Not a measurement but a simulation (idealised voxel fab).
process module | voxel gate over fins
cross-section cut | 290 nm wide | cells 5 nm
A cross-section is a grid of square cells, given in bands from the top down. A band is one or more rows of cells.
Each band's line starts with the height of the band's top and of its bottom, in nm. Then come its materials from left to right, each with its width in nm. One material with "throughout" fills the band from edge to edge. "air" is empty space.
Height 0 is the level under which the wafer as received is all one material. The lowest band goes on downwards, as in "0 down".
A width such as "30 to 40" changes by the same amount from each row of cells to the next, from the band's top row to its bottom row.
"no change" after a step means that no cell of the cross-section changed.
closed voids: empty space of 8 cells or more with no open way to the top, each as width x height at its distance from the left edge, in nm
after a step's settings: what the simulator itself notes on the step
overlay nm, on a step with a mask: how far to the right of its planned place the mask lay; to the left if negative
plan
1 op RECEIVE | material Si
2 op CONFORMAL_DEP | material SiN | thk nm 5
3 op PATTERN | tone cover | mask id FINS | material resist | width nm 15 | pitch nm 40 | thk nm 15 | overlay nm 0
4 op DIRECTIONAL_ETCH | etch materials SiN | depth nm 5
5 op DIRECTIONAL_ETCH | etch materials Si | depth nm 35
6 op STRIP | etch materials resist
7 op OXIDIZE | depth nm 5
8 op FILL_DEP | material SiO2 | thk nm 5
9 op CMP | height nm 5
10 op SELECTIVE_ETCH | etch materials SiO2 | depth nm 20
11 op STRIP | etch materials SiN
12 op CONFORMAL_DEP | material HfO2 | thk nm 5
13 op CONFORMAL_DEP | material TiN | thk nm 5
14 op FILL_DEP | material W | thk nm 15
15 op CMP | height nm 20
16 op CONFORMAL_DEP | material SiN | thk nm 10
varied across the wafers: width nm of step 3. The plan shows the first wafer's value. All wafers start alike
first wafer as received, after step 1
  0 down: Si throughout
  closed voids: none
each wafer at the end: cells of each material gained (+) or lost (-) since it was received, then its closed voids
width nm 15 | +82 HfO2 | -432 Si | +116 SiN | +270 SiO2 | +82 TiN | +230 W | closed voids: none
width nm 20 | +82 HfO2 | -400 Si | +116 SiN | +250 SiO2 | +82 TiN | +218 W | closed voids: none
width nm 25 | +82 HfO2 | -368 Si | +116 SiN | +230 SiO2 | +82 TiN | +206 W | closed voids: none
